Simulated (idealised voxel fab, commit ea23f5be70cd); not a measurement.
Process module under the name voxel local oxidation
For reference, the cross-section in this document is cut, with width 205 nm and square cells of 5 nm.
Heads up, the way a cross-section reads in here is a grid of square cells, handed over as bands from the top down, with every band being one or more rows of cells.
A band entry consists of two parts. The first gives the height of the band's top and the height of its bottom, in nm. The rest lists the band's materials from left to right, each with its width in nm. A single material labelled with the word "throughout" fills the band from edge to edge, and the word "air" marks empty space.
Heights from 0 (as-received wafer is one material below). Bottom band endless downward, as "0 and below".
A width given as "30 to 40" starts at the first number in the band's top row and ends at the second number in its bottom row, shifting by an equal amount at every step from row to row.
The designation "no modification", where it is given for a processing step, indicates that no cell of the cross-section was altered in the course of that step.
"Sealed internal voids" specifies each empty space that is not open to the top and that occupies no fewer than 8 cells, using the form width x height at distance, the distance measured from the left edge and all three quantities in nm.
Formally, on a step line, whatever follows the settings is a remark that the simulator itself makes on the step.
overlay nm: mask offset rightward from planned place, masked step; negative means leftward offset.
# So here's the lineup of process steps we planned
1 op RECEIVE | material Si
2 op OXIDIZE | depth nm 5
3 op CONFORMAL_DEP | material SiN | thk nm 15
4 op DIRECTIONAL_DEP | material aC | thk nm 15
5 op PATTERN | tone cover | mask id ACTIVE | material resist | width nm 130 | thk nm 35 | overlay nm 0
6 op DIRECTIONAL_ETCH | etch materials aC | depth nm 15
7 op STRIP | etch materials resist
8 op DIRECTIONAL_ETCH | etch materials SiN | depth nm 15
9 op STRIP | etch materials aC
10 op SELECTIVE_ETCH | etch materials SiO2 | depth nm 5
11 op OXIDIZE | depth nm 15
12 op STRIP | etch materials SiN
# First of two wafers, processed according to plan
# Cross-section: wafer on arrival = after step 1
0 and below: Si throughout
Sealed internal voids: none
# Once step 2 is through, the wafer looks like this in cross-section
0 down to -5: SiO2 throughout
Below a height of -5, the structure has not been altered.
# Once step 3 is through, the wafer looks like this in cross-section
15 down to 0: SiN throughout
Below a height of 0, the structure has not been altered.
# Once step 4 is through, the wafer looks like this in cross-section
30 down to 15: aC throughout
Below a height of 15, the structure has not been altered.
# Once step 5 is through, the wafer looks like this in cross-section
65 down to 30: air 35, resist 130, air 40
Below a height of 30, the structure has not been altered.
# Once step 6 is through, the wafer looks like this in cross-section
50 down to 30: air 35, resist 130, air 40
30 down to 15: air 35, aC 130, air 40
Below a height of 15, the structure has not been altered.
# Once step 7 is through, the wafer looks like this in cross-section
30 down to 15: air 35, aC 130, air 40
Below a height of 15, the structure has not been altered.
# Once step 8 is through, the wafer looks like this in cross-section
30 down to 15: air 35, aC 130, air 40
15 down to 0: air 35, SiN 130, air 40
Below a height of 0, the structure has not been altered.
# Once step 9 is through, the wafer looks like this in cross-section
15 down to 0: air 35, SiN 130, air 40
Below a height of 0, the structure has not been altered.
# Once step 10 is through, the wafer looks like this in cross-section
15 down to 0: air 35, SiN 130, air 40
0 down to -5: air 40, SiO2 120, air 45
Below a height of -5, the structure has not been altered.
# Once step 11 is through, the wafer looks like this in cross-section
15 down to 0: air 35, SiN 130, air 40
0 down to -5: air 40, SiO2 120, air 45
-5 down to -20: SiO2 55, Si 90, SiO2 60
Below a height of -20, the structure has not been altered.
# Once step 12 is through, the wafer looks like this in cross-section
0 down to -5: air 40, SiO2 120, air 45
Below a height of -5, the structure has not been altered.
# What follows concerns the second wafer, which started out like the first and was meant to follow the very same plan; one mistake crept in when it was run, but everything up to and including step 8 is the same as for the first wafer
# Planned end of step 9: second wafer, cross-section
30 down to 15: air 35, aC 130, air 40
15 down to 0: air 35, SiN 130, air 40
0 down to -5: air 40, SiO2 120, air 45
Below a height of -5, the structure has not been altered.
# Planned end of step 10: second wafer, cross-section
15 down to 0: air 35, SiN 130, air 40
Below a height of 0, the structure has not been altered.
# Planned end of step 11: second wafer, cross-section
15 down to 0: air 35, SiN 130, air 40
0 down to -5: air 40, SiO2 120, air 45
-5 down to -20: SiO2 55, Si 90, SiO2 60
Below a height of -20, the structure has not been altered.
# Planned end of step 12: second wafer, cross-section
0 down to -5: air 40, SiO2 120, air 45
Below a height of -5, the structure has not been altered.
Where did the run depart from the plan? steps 9 and 10 of the plan were each performed in the slot designated for the other
At process end the two wafers are indistinguishable in cross-section, so the error does not change what this model computes.
